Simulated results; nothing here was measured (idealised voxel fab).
Proc. module: voxel self aligned vias
We display cut, a cross-section 185 nm in width whose square cells are each 5 nm.
Heads up, the way a cross-section reads in here is a grid of square cells, handed over as bands from the top down, with every band being one or more rows of cells. A band entry consists of two parts. The first gives the height of the band's top and the height of its bottom, in nm. The rest lists the band's materials from left to right, each with its width in nm. A single material labelled with the word "throughout" fills the band from edge to edge, and the word "empty" marks empty space. Height datum 0, below which the as-received substrate wafer is one material. Lowest band open at the bottom, running downward: "from 0 down". A width given as "30..40" starts at the first number in the band's top row and ends at the second number in its bottom row, shifting by an equal amount at every step from row to row. Take "changes: none" at face value: in the step it is given for, the cross-section changed in none of its cells. "Enclosed void catalog" contains a list of empty spaces, each no smaller than 8 cells and without an open way to the top, written in the form width x height at distance with the distance from the left edge and all three in nm. Note: text after step settings on the step line = simulator remark on that step. You can add "overlay nm" to a step's line. For a step with a mask, it describes how far the mask lay to the right of its planned position, and a negative number describes a lay to the left.

-- Intended process steps
- 1: RECEIVE | material Si
- 2: CONFORMAL_DEP | material SiO2 | thk nm 15
- 3: CONFORMAL_DEP | material SiCN | thk nm 5
- 4: DIRECTIONAL_DEP | material SiO2 | thk nm 30
- 5: DIRECTIONAL_DEP | material aC | thk nm 10
- 6: PATTERN | tone open | mask id LINES | material resist | width nm 25 | pitch nm 50 | thk nm 25 | overlay nm 0
- 7: DIRECTIONAL_ETCH | etch materials aC | depth nm 10
- 8: STRIP | etch materials resist
- 9: DIRECTIONAL_ETCH | etch materials SiO2 | depth nm 30
- 10: STRIP | etch materials aC
- 11: CONFORMAL_DEP | material TiN | thk nm 5
- 12: FILL_DEP | material W | thk nm 5
- 13: CMP | height nm 50
- 14: SELECTIVE_ETCH | etch materials W Ru TiN | depth nm 5
- 15: FILL_DEP | material SiN | thk nm 10
- 16: CMP | height nm 50
- 17: DIRECTIONAL_DEP | material SiO2 | thk nm 15
- 18: MASKED_ETCH | tone open | mask id VIAS | width nm 35 | etch materials SiO2 | depth nm 15 | overlay nm 0
- 19: MASKED_ETCH | tone open | mask id VIAS | width nm 35 | etch materials SiN | depth nm 5 | overlay nm 0
- 20: CONFORMAL_DEP | material TiN | thk nm 5
- 21: FILL_DEP | material Cu | thk nm 10
- 22: CMP | height nm 65
- 23: CONFORMAL_DEP | material SiCN | thk nm 5

-- Wafer at receipt (post step 1), cross-section
	from 0 down  Si throughout
	Enclosed void catalog: none

-- Below is the wafer in cross-section after the module was completed. It began from the starting point shown above and followed the plan shown above, except that one mistake was made while running it
	from 70 to 65  SiCN throughout
	from 65 to 55  SiO2 (50), then TiN (5), then Cu (25), then TiN (5), then SiO2 (100)
	from 55 to 50  SiO2 (50), then TiN (10), then Cu (15), then TiN (10), then SiO2 (100)
	from 50 to 45  SiO2 (55), then TiN (25), then SiO2 (25), then SiN (25), then SiO2 (55)
	from 45 to 25  SiO2 (55), then TiN (5), then W (15), then TiN (5), then SiO2 (25), then TiN (5), then W (15), then TiN (5), then SiO2 (55)
	from 25 to 20  SiO2 (55), then TiN (25), then SiO2 (25), then TiN (25), then SiO2 (55)
	from 20 to 5  SiO2 throughout
	from 5 to 0  SiCN throughout
	from 0 down  Si throughout
	Enclosed void catalog: none
Processing error: steps 2 and 3 were swapped
